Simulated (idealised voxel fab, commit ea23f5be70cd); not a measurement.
Proc. module: voxel air gaps
The figure presents cross-section cut, which has a width of 175 nm and is divided into square cells with an edge length of 5 nm.
Reading order for cross-sections: top band down to bottom band. Underlying form: a grid of square cells. Band size: one or more rows of cells.
The entry gives the band's vertical extent as a top height and a bottom height in nm, then its horizontal make-up as materials from left to right, each with a width in nm. "air" stands for empty space; a single material marked "everywhere" fills the band edge to edge.
The reference from which all heights are counted is 0, the level beneath which the as-received wafer is entirely one material; the lowest band, having no lower bound, proceeds downward and is written after the example "0 -> down".
A width such as "30 to 40" changes by the same amount from each row of cells to the next, from the band's top row to its bottom row.
Given "remained unchanged" for a step, no cell of the cross-section differs between before and after that step.
"Closed cavity list" enumerates empty spaces isolated from the top, with no open way to it, that contain at least 8 cells, giving each as width x height at distance from the left edge, all three in nm.
That trailing text on a step's line, after the settings, is the simulator's own remark on the step.
A step's line can hold "overlay nm"; with a mask on that step, the setting says how far right of the planned place the mask lay, while a negative setting says it lay to the left.

**Intended process steps**
1 RECEIVE (material Si)
2 CONFORMAL_DEP (material SiO2; thk nm 15)
3 CONFORMAL_DEP (material SiN; thk nm 5)
4 DIRECTIONAL_DEP (material SiO2; thk nm 30)
5 MASKED_ETCH (tone open; mask id LINES; width nm 15; pitch nm 40; etch materials SiO2; depth nm 30; overlay nm 0)
6 CONFORMAL_DEP (material TiN; thk nm 5)
7 FILL_DEP (material W; thk nm 10)
8 CMP (height nm 50)
9 EPI (material Ru; thk nm 10)
10 SELECTIVE_ETCH (etch materials SiO2; depth nm 40)
11 CONFORMAL_DEP (material SiN; thk nm 5)

**first wafer, as planned**

**Wafer as received: cross-section following step 1**
  0 -> down  Si everywhere
  Closed cavity list: none

**Upon completion of step 2, the wafer appears in cross-section as shown**
  15 -> 0  SiO2 everywhere
  For the remainder of the cross-section, below 0, there is no change.

**Upon completion of step 3, the wafer appears in cross-section as shown**
  20 -> 15  SiN everywhere
  For the remainder of the cross-section, below 15, there is no change.

**Upon completion of step 4, the wafer appears in cross-section as shown**
  50 -> 20  SiO2 everywhere
  For the remainder of the cross-section, below 20, there is no change.

**Upon completion of step 5, the wafer appears in cross-section as shown**
  50 -> 20  SiO2 (20), air (15), SiO2 (25), air (15), SiO2 (25), air (15), SiO2 (25), air (15), SiO2 (20)
  For the remainder of the cross-section, below 20, there is no change.

**Upon completion of step 6, the wafer appears in cross-section as shown**
  55 -> 50  TiN (25), air (5), TiN (35), air (5), TiN (35), air (5), TiN (35), air (5), TiN (25)
  50 -> 25  SiO2 (20), TiN (5), air (5), TiN (5), SiO2 (25), TiN (5), air (5), TiN (5), SiO2 (25), TiN (5), air (5), TiN (5), SiO2 (25), TiN (5), air (5), TiN (5), SiO2 (20)
  25 -> 20  SiO2 (20), TiN (15), SiO2 (25), TiN (15), SiO2 (25), TiN (15), SiO2 (25), TiN (15), SiO2 (20)
  For the remainder of the cross-section, below 20, there is no change.

**Upon completion of step 7, the wafer appears in cross-section as shown**
  65 -> 55  W everywhere
  55 -> 50  TiN (25), W (5), TiN (35), W (5), TiN (35), W (5), TiN (35), W (5), TiN (25)
  50 -> 25  SiO2 (20), TiN (5), W (5), TiN (5), SiO2 (25), TiN (5), W (5), TiN (5), SiO2 (25), TiN (5), W (5), TiN (5), SiO2 (25), TiN (5), W (5), TiN (5), SiO2 (20)
  For the remainder of the cross-section, below 25, there is no change.

**Upon completion of step 8, the wafer appears in cross-section as shown**
  50 -> 25  SiO2 (20), TiN (5), W (5), TiN (5), SiO2 (25), TiN (5), W (5), TiN (5), SiO2 (25), TiN (5), W (5), TiN (5), SiO2 (25), TiN (5), W (5), TiN (5), SiO2 (20)
  For the remainder of the cross-section, below 25, there is no change.

**Upon completion of step 9, the wafer appears in cross-section as shown**
  60 -> 50  air (10), Ru (35), air (5), Ru (35), air (5), Ru (35), air (5), Ru (35), air (10)
  For the remainder of the cross-section, below 50, there is no change.

**Upon completion of step 10, the wafer appears in cross-section as shown**
  60 -> 50  air (10), Ru (35), air (5), Ru (35), air (5), Ru (35), air (5), Ru (35), air (10)
  50 -> 25  air (20), TiN (5), W (5), TiN (5), air (25), TiN (5), W (5), TiN (5), air (25), TiN (5), W (5), TiN (5), air (25), TiN (5), W (5), TiN (5), air (20)
  25 -> 20  air (20), TiN (15), air (25), TiN (15), air (25), TiN (15), air (25), TiN (15), air (20)
  For the remainder of the cross-section, below 20, there is no change.

**Upon completion of step 11, the wafer appears in cross-section as shown**
  65 -> 60  air (5), SiN (165), air (5)
  60 -> 50  air (5), SiN (5), Ru (35), SiN (5), Ru (35), SiN (5), Ru (35), SiN (5), Ru (35), SiN (5), air (5)
  50 -> 45  air (5), SiN (15), TiN (5), W (5), TiN (5), SiN (25), TiN (5), W (5), TiN (5), SiN (25), TiN (5), W (5), TiN (5), SiN (25), TiN (5), W (5), TiN (5), SiN (15), air (5)
  45 -> 25  air (15), SiN (5), TiN (5), W (5), TiN (5), SiN (5), air (15), SiN (5), TiN (5), W (5), TiN (5), SiN (5), air (15), SiN (5), TiN (5), W (5), TiN (5), SiN (5), air (15), SiN (5), TiN (5), W (5), TiN (5), SiN (5), air (15)
  25 -> 20  SiN (20), TiN (15), SiN (25), TiN (15), SiN (25), TiN (15), SiN (25), TiN (15), SiN (20)
  For the remainder of the cross-section, below 20, there is no change.
  Closed cavity list: 15 x 20 at 40; 15 x 20 at 80; 15 x 20 at 120

**Wafer two of the pair: same origin, same plan, one error during the run; identical to wafer one up to and including step 1**

**Second wafer: cross-section at the scheduled end of step 2**
  30 -> 0  SiO2 everywhere
  For the remainder of the cross-section, below 0, there is no change.

**Second wafer: cross-section at the scheduled end of step 3**
  35 -> 30  SiN everywhere
  For the remainder of the cross-section, below 30, there is no change.

**Second wafer: cross-section at the scheduled end of step 4**
  65 -> 35  SiO2 everywhere
  For the remainder of the cross-section, below 35, there is no change.

**Second wafer: cross-section at the scheduled end of step 5**
  65 -> 35  SiO2 (20), air (15), SiO2 (25), air (15), SiO2 (25), air (15), SiO2 (25), air (15), SiO2 (20)
  For the remainder of the cross-section, below 35, there is no change.

**Second wafer: cross-section at the scheduled end of step 6**
  70 -> 65  TiN (25), air (5), TiN (35), air (5), TiN (35), air (5), TiN (35), air (5), TiN (25)
  65 -> 40  SiO2 (20), TiN (5), air (5), TiN (5), SiO2 (25), TiN (5), air (5), TiN (5), SiO2 (25), TiN (5), air (5), TiN (5), SiO2 (25), TiN (5), air (5), TiN (5), SiO2 (20)
  40 -> 35  SiO2 (20), TiN (15), SiO2 (25), TiN (15), SiO2 (25), TiN (15), SiO2 (25), TiN (15), SiO2 (20)
  For the remainder of the cross-section, below 35, there is no change.

**Second wafer: cross-section at the scheduled end of step 7**
  80 -> 70  W everywhere
  70 -> 65  TiN (25), W (5), TiN (35), W (5), TiN (35), W (5), TiN (35), W (5), TiN (25)
  65 -> 40  SiO2 (20), TiN (5), W (5), TiN (5), SiO2 (25), TiN (5), W (5), TiN (5), SiO2 (25), TiN (5), W (5), TiN (5), SiO2 (25), TiN (5), W (5), TiN (5), SiO2 (20)
  For the remainder of the cross-section, below 40, there is no change.

**Second wafer: cross-section at the scheduled end of step 8**
  50 -> 40  SiO2 (20), TiN (5), W (5), TiN (5), SiO2 (25), TiN (5), W (5), TiN (5), SiO2 (25), TiN (5), W (5), TiN (5), SiO2 (25), TiN (5), W (5), TiN (5), SiO2 (20)
  For the remainder of the cross-section, below 40, there is no change.

**Second wafer: cross-section at the scheduled end of step 9**
  60 -> 50  air (10), Ru (35), air (5), Ru (35), air (5), Ru (35), air (5), Ru (35), air (10)
  For the remainder of the cross-section, below 50, there is no change.

**Second wafer: cross-section at the scheduled end of step 10**
  60 -> 50  air (10), Ru (35), air (5), Ru (35), air (5), Ru (35), air (5), Ru (35), air (10)
  50 -> 40  air (20), TiN (5), W (5), TiN (5), air (25), TiN (5), W (5), TiN (5), air (25), TiN (5), W (5), TiN (5), air (25), TiN (5), W (5), TiN (5), air (20)
  40 -> 35  air (20), TiN (15), air (25), TiN (15), air (25), TiN (15), air (25), TiN (15), air (20)
  For the remainder of the cross-section, below 35, there is no change.

**Second wafer: cross-section at the scheduled end of step 11**
  65 -> 60  air (5), SiN (165), air (5)
  60 -> 50  air (5), SiN (5), Ru (35), SiN (5), Ru (35), SiN (5), Ru (35), SiN (5), Ru (35), SiN (5), air (5)
  50 -> 45  air (5), SiN (15), TiN (5), W (5), TiN (5), SiN (25), TiN (5), W (5), TiN (5), SiN (25), TiN (5), W (5), TiN (5), SiN (25), TiN (5), W (5), TiN (5), SiN (15), air (5)
  45 -> 40  air (15), SiN (5), TiN (5), W (5), TiN (5), SiN (5), air (15), SiN (5), TiN (5), W (5), TiN (5), SiN (5), air (15), SiN (5), TiN (5), W (5), TiN (5), SiN (5), air (15), SiN (5), TiN (5), W (5), TiN (5), SiN (5), air (15)
  40 -> 35  SiN (20), TiN (15), SiN (25), TiN (15), SiN (25), TiN (15), SiN (25), TiN (15), SiN (20)
  For the remainder of the cross-section, below 35, there is no change.
what went wrong: plan step 2 ran twice
In the final state, the cell counts of the second wafer exceed or fall short of those of the first for the following materials: -24 SiN, +105 SiO2, -24 TiN, -12 W
Upon completion, the first wafer exhibits 3 closed voids and the second wafer exhibits 0.
